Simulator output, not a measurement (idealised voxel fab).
The process module presented herein is designated voxel self aligned contacts.
275 nm wide, 5 nm square cells: that's cross-section cut.
Cross-section = grid of square cells, listed top down in bands; band = one or more rows. It is stipulated that each band's entry specify, in nanometres, the height of the top of the band and then that of its bottom, followed by the materials of the band in left-to-right sequence, each together with its width in nanometres. A single material marked by the word "edge to edge" is understood to fill the band from edge to edge; the word "empty" is understood to denote empty space. Where do heights start? At 0: under that level the wafer as delivered is made of one material only. And the lowest band has no floor; it just carries on downward, as in "0 nm and below". The two numbers in a width such as "30..40" mark its ends across the band: the first belongs to the top row of cells, the second to the bottom row, and from each row to the next the width moves by the same amount. A step reported as "left unchanged" is a step in which no cell of the cross-section changed. Closed-off voids of 8+ cells (no open route to the top) go in "Closed voids list", written width x height at distance from the left edge, in nm. Where a step's line continues beyond its settings, the continuation is a remark by the simulator itself on that step. overlay nm: for a step with a mask, the amount by which the mask lay right of where it was planned; a negative amount means left of it.
[These are the steps we planned for the process]
1 RECEIVE with material Si
2 OXIDIZE with depth nm 5
3 DIRECTIONAL_DEP with material polySi, thk nm 25
4 DIRECTIONAL_DEP with material SiN, thk nm 15
5 DIRECTIONAL_DEP with material aC, thk nm 10
6 PATTERN with tone cover, mask id GATE, material resist, width nm 35, pitch nm 65, thk nm 25, overlay nm 0
7 DIRECTIONAL_ETCH with etch materials aC, depth nm 10
8 STRIP with etch materials resist
9 DIRECTIONAL_ETCH with etch materials SiN, depth nm 15
10 DIRECTIONAL_ETCH with etch materials polySi, depth nm 25
11 STRIP with etch materials aC
12 CONFORMAL_DEP with material SiN, thk nm 5
13 DIRECTIONAL_ETCH with etch materials SiN, depth nm 5
14 FILL_DEP with material SiO2, thk nm 20
15 CMP with height nm 50
16 DIRECTIONAL_DEP with material aC, thk nm 15
17 PATTERN with tone open, mask id CONTACT, material resist, width nm 50, thk nm 35, overlay nm 0
18 DIRECTIONAL_ETCH with etch materials aC, depth nm 15
19 STRIP with etch materials resist
20 DIRECTIONAL_ETCH with etch materials SiO2, depth nm 55
21 STRIP with etch materials aC
22 CONFORMAL_DEP with material TiN, thk nm 5
23 FILL_DEP with material Ru, thk nm 5
24 CMP with height nm 50
25 CONFORMAL_DEP with material SiN, thk nm 5
[Delivered wafer in cross-section: state after step 1]
* 0 nm and below = Si edge to edge
* Closed voids list: none
[End-of-module XS, first of two wafers, run as planned]
* 55 nm to 50 nm = SiN edge to edge
* 50 nm to 40 nm = SiO2 110; TiN 5..20; Ru 40..10; TiN 5..20; SiO2 115
* 40 nm to 25 nm = SiO2 80; SiN 45; TiN 5; Ru 10; TiN 5; SiN 45; SiO2 85
* 25 nm to 0 nm = SiO2 80; SiN 5; polySi 35; SiN 5; TiN 5; Ru 10; TiN 5; SiN 5; polySi 35; SiN 5; SiO2 85
* 0 nm to -5 nm = SiO2 125; TiN 20; SiO2 130
* -5 nm and below = Si edge to edge
* Closed voids list: none
[This cross-section belongs to the second wafer of two at the end of the module; the start and the plan were shared with the first, and the run included one mistake]
* 55 nm to 50 nm = SiN edge to edge
* 50 nm to 40 nm = SiO2 115..130; Ru 40..10; SiO2 120..135
* 40 nm to 25 nm = SiO2 80; SiN 45; SiO2 5; Ru 10; SiO2 5; SiN 45; SiO2 85
* 25 nm to 0 nm = SiO2 80; SiN 5; polySi 35; SiN 5; SiO2 5; Ru 10; SiO2 5; SiN 5; polySi 35; SiN 5; SiO2 85
* 0 nm to -5 nm = SiO2 edge to edge
* -5 nm and below = Si edge to edge
* Closed voids list: none
What was done differently from what was planned? in deviation from the planned setting, step 22 was conducted as CONFORMAL_DEP with material SiO2, thk nm 5
Final comparison by cell count, materials where the second wafer has more or fewer than the first: 30 more of SiO2, 30 fewer of TiN
